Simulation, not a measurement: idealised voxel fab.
Process module in this document: voxel self aligned vias
In the cross-section labelled cut, the width is 290 nm and each square cell is 5 nm.
Cross-section spec: square-cell grid; bands listed top down; each band is one or more rows.
This entry defines a band. It first specifies the height of the band's top and the height of its bottom in nm, and then specifies the band's materials from left to right, stating each material with its width in nm. The word "everywhere" identifies a single material that fills the band from edge to edge, while the word "air" identifies empty space.
It should be noted that heights are counted from 0, beneath which the wafer as supplied is of one material throughout, and that the lowest band possesses no lower boundary but continues downward, as written in "z 0 and below".
Top row gets the first number, bottom row gets the second, and each row in between changes by the same step: that is how a band width like "30->40" works.
What does "nothing different" mean for a step? It means no cell of the cross-section changed in that step.
"closed voids" specifies each empty space that is not open to the top and that occupies no fewer than 8 cells, using the form width x height at distance, the distance measured from the left edge and all three quantities in nm.
Formally, on a step line, whatever follows the settings is a remark that the simulator itself makes on the step.
The "overlay nm" setting may appear on a step's line; for a step that uses a mask, it gives how far to the right of its planned position the mask lay, and a negative value indicates the left.
Intended process steps:
1 RECEIVE: material Si
2 CONFORMAL_DEP: material SiO2, thk nm 15
3 CONFORMAL_DEP: material SiCN, thk nm 5
4 DIRECTIONAL_DEP: material SiO2, thk nm 30
5 DIRECTIONAL_DEP: material aC, thk nm 15
6 PATTERN: tone open, mask id LINES, material resist, width nm 30, pitch nm 70, thk nm 30, overlay nm 0
7 DIRECTIONAL_ETCH: etch materials aC, depth nm 15
8 STRIP: etch materials resist
9 DIRECTIONAL_ETCH: etch materials SiO2, depth nm 30
10 STRIP: etch materials aC
11 CONFORMAL_DEP: material TiN, thk nm 5
12 FILL_DEP: material W, thk nm 10
13 CMP: height nm 50
14 SELECTIVE_ETCH: etch materials W Ru TiN, depth nm 10
15 FILL_DEP: material SiN, thk nm 5
16 CMP: height nm 50
17 DIRECTIONAL_DEP: material SiO2, thk nm 15
18 DIRECTIONAL_DEP: material aC, thk nm 15
19 PATTERN: tone open, mask id VIAS, material resist, width nm 50, pitch nm 70, thk nm 30, overlay nm 0
20 DIRECTIONAL_ETCH: etch materials aC, depth nm 15
21 STRIP: etch materials resist
22 DIRECTIONAL_ETCH: etch materials SiO2, depth nm 15
23 DIRECTIONAL_ETCH: etch materials SiN, depth nm 10
24 STRIP: etch materials aC
25 CONFORMAL_DEP: material TiN, thk nm 5
26 FILL_DEP: material W, thk nm 5
27 CMP: height nm 65
28 CONFORMAL_DEP: material SiCN, thk nm 5
The first of a set of two wafers, run to plan:
Delivered wafer in cross-section: state after step 1:
  z 0 and below  Si everywhere
  closed voids: none
After step 2: wafer cross-section:
  z 15 to 0  SiO2 everywhere
  No changes below 0.
After step 3: wafer cross-section:
  z 20 to 15  SiCN everywhere
  No changes below 15.
After step 4: wafer cross-section:
  z 50 to 20  SiO2 everywhere
  No changes below 20.
After step 5: wafer cross-section:
  z 65 to 50  aC everywhere
  No changes below 50.
After step 6: wafer cross-section:
  z 95 to 65  resist 95 | air 30 | resist 40 | air 30 | resist 95
  No changes below 65.
After step 7: wafer cross-section:
  z 80 to 65  resist 95 | air 30 | resist 40 | air 30 | resist 95
  z 65 to 50  aC 95 | air 30 | aC 40 | air 30 | aC 95
  No changes below 50.
After step 8: wafer cross-section:
  z 65 to 50  aC 95 | air 30 | aC 40 | air 30 | aC 95
  No changes below 50.
After step 9: wafer cross-section:
  z 65 to 50  aC 95 | air 30 | aC 40 | air 30 | aC 95
  z 50 to 20  SiO2 95 | air 30 | SiO2 40 | air 30 | SiO2 95
  No changes below 20.
After step 10: wafer cross-section:
  z 50 to 20  SiO2 95 | air 30 | SiO2 40 | air 30 | SiO2 95
  No changes below 20.
After step 11: wafer cross-section:
  z 55 to 50  TiN 100 | air 20 | TiN 50 | air 20 | TiN 100
  z 50 to 25  SiO2 95 | TiN 5 | air 20 | TiN 5 | SiO2 40 | TiN 5 | air 20 | TiN 5 | SiO2 95
  z 25 to 20  SiO2 95 | TiN 30 | SiO2 40 | TiN 30 | SiO2 95
  No changes below 20.
After step 12: wafer cross-section:
  z 65 to 55  W everywhere
  z 55 to 50  TiN 100 | W 20 | TiN 50 | W 20 | TiN 100
  z 50 to 25  SiO2 95 | TiN 5 | W 20 | TiN 5 | SiO2 40 | TiN 5 | W 20 | TiN 5 | SiO2 95
  No changes below 25.
After step 13: wafer cross-section:
  z 50 to 25  SiO2 95 | TiN 5 | W 20 | TiN 5 | SiO2 40 | TiN 5 | W 20 | TiN 5 | SiO2 95
  No changes below 25.
After step 14: wafer cross-section:
  z 50 to 40  SiO2 95 | air 30 | SiO2 40 | air 30 | SiO2 95
  No changes below 40.
After step 15: wafer cross-section:
  z 55 to 50  SiN everywhere
  z 50 to 40  SiO2 95 | SiN 30 | SiO2 40 | SiN 30 | SiO2 95
  No changes below 40.
After step 16: wafer cross-section:
  z 50 to 40  SiO2 95 | SiN 30 | SiO2 40 | SiN 30 | SiO2 95
  No changes below 40.
After step 17: wafer cross-section:
  z 65 to 50  SiO2 everywhere
  No changes below 50.
After step 18: wafer cross-section:
  z 80 to 65  aC everywhere
  No changes below 65.
After step 19: wafer cross-section:
  z 110 to 80  resist 85 | air 50 | resist 20 | air 50 | resist 85
  No changes below 80.
After step 20: wafer cross-section:
  z 95 to 80  resist 85 | air 50 | resist 20 | air 50 | resist 85
  z 80 to 65  aC 85 | air 50 | aC 20 | air 50 | aC 85
  No changes below 65.
After step 21: wafer cross-section:
  z 80 to 65  aC 85 | air 50 | aC 20 | air 50 | aC 85
  No changes below 65.
After step 22: wafer cross-section:
  z 80 to 65  aC 85 | air 50 | aC 20 | air 50 | aC 85
  z 65 to 50  SiO2 85 | air 50 | SiO2 20 | air 50 | SiO2 85
  No changes below 50.
After step 23: wafer cross-section:
  z 80 to 65  aC 85 | air 50 | aC 20 | air 50 | aC 85
  z 65 to 50  SiO2 85 | air 50 | SiO2 20 | air 50 | SiO2 85
  z 50 to 40  SiO2 95 | air 30 | SiO2 40 | air 30 | SiO2 95
  No changes below 40.
After step 24: wafer cross-section:
  z 65 to 50  SiO2 85 | air 50 | SiO2 20 | air 50 | SiO2 85
  No changes below 50.
After step 25: wafer cross-section:
  z 70 to 65  TiN 90 | air 40 | TiN 30 | air 40 | TiN 90
  z 65 to 55  SiO2 85 | TiN 5 | air 40 | TiN 5 | SiO2 20 | TiN 5 | air 40 | TiN 5 | SiO2 85
  z 55 to 45  SiO2 85->95 | TiN 15->5 | air 20 | TiN 15->5 | SiO2 20->40 | TiN 15->5 | air 20 | TiN 15->5 | SiO2 85->95
  z 45 to 40  SiO2 95 | TiN 30 | SiO2 40 | TiN 30 | SiO2 95
  No changes below 40.
After step 26: wafer cross-section:
  z 75 to 70  W everywhere
  z 70 to 65  TiN 90 | W 40 | TiN 30 | W 40 | TiN 90
  z 65 to 55  SiO2 85 | TiN 5 | W 40 | TiN 5 | SiO2 20 | TiN 5 | W 40 | TiN 5 | SiO2 85
  z 55 to 45  SiO2 85->95 | TiN 15->5 | W 20 | TiN 15->5 | SiO2 20->40 | TiN 15->5 | W 20 | TiN 15->5 | SiO2 85->95
  No changes below 45.
After step 27: wafer cross-section:
  z 65 to 55  SiO2 85 | TiN 5 | W 40 | TiN 5 | SiO2 20 | TiN 5 | W 40 | TiN 5 | SiO2 85
  No changes below 55.
After step 28: wafer cross-section:
  z 70 to 65  SiCN everywhere
  No changes below 65.
Here the second wafer is described. Its start and its plan were those of the first wafer. Its run contained one mistake. Up to and including step 5, it did exactly what the first wafer did:
Cross-sectional view of the second wafer at the intended end time of process step 6:
  z 95 to 65  air 95 | resist 30 | air 40 | resist 30 | air 95
  No changes below 65.
Cross-sectional view of the second wafer at the intended end time of process step 7:
  z 80 to 65  air 95 | resist 30 | air 40 | resist 30 | air 95
  z 65 to 50  air 95 | aC 30 | air 40 | aC 30 | air 95
  No changes below 50.
Cross-sectional view of the second wafer at the intended end time of process step 8:
  z 65 to 50  air 95 | aC 30 | air 40 | aC 30 | air 95
  No changes below 50.
Cross-sectional view of the second wafer at the intended end time of process step 9:
  z 65 to 50  air 95 | aC 30 | air 40 | aC 30 | air 95
  z 50 to 20  air 95 | SiO2 30 | air 40 | SiO2 30 | air 95
  No changes below 20.
Cross-sectional view of the second wafer at the intended end time of process step 10:
  z 50 to 20  air 95 | SiO2 30 | air 40 | SiO2 30 | air 95
  No changes below 20.
Cross-sectional view of the second wafer at the intended end time of process step 11:
  z 55 to 50  air 90 | TiN 40 | air 30 | TiN 40 | air 90
  z 50 to 25  air 90 | TiN 5 | SiO2 30 | TiN 5 | air 30 | TiN 5 | SiO2 30 | TiN 5 | air 90
  z 25 to 20  TiN 95 | SiO2 30 | TiN 40 | SiO2 30 | TiN 95
  No changes below 20.
Cross-sectional view of the second wafer at the intended end time of process step 12:
  z 65 to 55  W everywhere
  z 55 to 50  W 90 | TiN 40 | W 30 | TiN 40 | W 90
  z 50 to 25  W 90 | TiN 5 | SiO2 30 | TiN 5 | W 30 | TiN 5 | SiO2 30 | TiN 5 | W 90
  No changes below 25.
Cross-sectional view of the second wafer at the intended end time of process step 13:
  z 50 to 25  W 90 | TiN 5 | SiO2 30 | TiN 5 | W 30 | TiN 5 | SiO2 30 | TiN 5 | W 90
  No changes below 25.
Cross-sectional view of the second wafer at the intended end time of process step 14:
  z 50 to 40  air 95 | SiO2 30 | air 40 | SiO2 30 | air 95
  No changes below 40.
Cross-sectional view of the second wafer at the intended end time of process step 15:
  z 55 to 50  SiN everywhere
  z 50 to 40  SiN 95 | SiO2 30 | SiN 40 | SiO2 30 | SiN 95
  No changes below 40.
Cross-sectional view of the second wafer at the intended end time of process step 16:
  z 50 to 40  SiN 95 | SiO2 30 | SiN 40 | SiO2 30 | SiN 95
  No changes below 40.
Cross-sectional view of the second wafer at the intended end time of process step 17:
  z 65 to 50  SiO2 everywhere
  No changes below 50.
Cross-sectional view of the second wafer at the intended end time of process step 18:
  z 80 to 65  aC everywhere
  No changes below 65.
Cross-sectional view of the second wafer at the intended end time of process step 19:
  z 110 to 80  resist 85 | air 50 | resist 20 | air 50 | resist 85
  No changes below 80.
Cross-sectional view of the second wafer at the intended end time of process step 20:
  z 95 to 80  resist 85 | air 50 | resist 20 | air 50 | resist 85
  z 80 to 65  aC 85 | air 50 | aC 20 | air 50 | aC 85
  No changes below 65.
Cross-sectional view of the second wafer at the intended end time of process step 21:
  z 80 to 65  aC 85 | air 50 | aC 20 | air 50 | aC 85
  No changes below 65.
Cross-sectional view of the second wafer at the intended end time of process step 22:
  z 80 to 65  aC 85 | air 50 | aC 20 | air 50 | aC 85
  z 65 to 50  SiO2 85 | air 50 | SiO2 20 | air 50 | SiO2 85
  No changes below 50.
Cross-sectional view of the second wafer at the intended end time of process step 23:
  z 80 to 65  aC 85 | air 50 | aC 20 | air 50 | aC 85
  z 65 to 50  SiO2 85 | air 50 | SiO2 20 | air 50 | SiO2 85
  z 50 to 40  SiN 85 | air 10 | SiO2 30 | air 10 | SiN 20 | air 10 | SiO2 30 | air 10 | SiN 85
  No changes below 40.
Cross-sectional view of the second wafer at the intended end time of process step 24:
  z 65 to 50  SiO2 85 | air 50 | SiO2 20 | air 50 | SiO2 85
  No changes below 50.
Cross-sectional view of the second wafer at the intended end time of process step 25:
  z 70 to 65  TiN 90 | air 40 | TiN 30 | air 40 | TiN 90
  z 65 to 55  SiO2 85 | TiN 5 | air 40 | TiN 5 | SiO2 20 | TiN 5 | air 40 | TiN 5 | SiO2 85
  z 55 to 50  SiO2 85 | TiN 50 | SiO2 20 | TiN 50 | SiO2 85
  z 50 to 40  SiN 85 | TiN 10 | SiO2 30 | TiN 10 | SiN 20 | TiN 10 | SiO2 30 | TiN 10 | SiN 85
  No changes below 40.
Cross-sectional view of the second wafer at the intended end time of process step 26:
  z 75 to 70  W everywhere
  z 70 to 65  TiN 90 | W 40 | TiN 30 | W 40 | TiN 90
  z 65 to 55  SiO2 85 | TiN 5 | W 40 | TiN 5 | SiO2 20 | TiN 5 | W 40 | TiN 5 | SiO2 85
  No changes below 55.
Cross-sectional view of the second wafer at the intended end time of process step 27:
  z 65 to 55  SiO2 85 | TiN 5 | W 40 | TiN 5 | SiO2 20 | TiN 5 | W 40 | TiN 5 | SiO2 85
  No changes below 55.
Cross-sectional view of the second wafer at the intended end time of process step 28:
  z 70 to 65  SiCN everywhere
  No changes below 65.
Misprocessing identified: step 6 ran with different settings than intended, the actual operation and settings being PATTERN: tone cover, mask id LINES, material resist, width nm 30, pitch nm 70, thk nm 30, overlay nm 0
Wafer comparison, final, in cells, second relative to first, materials more or fewer: SiN +76, SiO2 -204, TiN +42, W +86
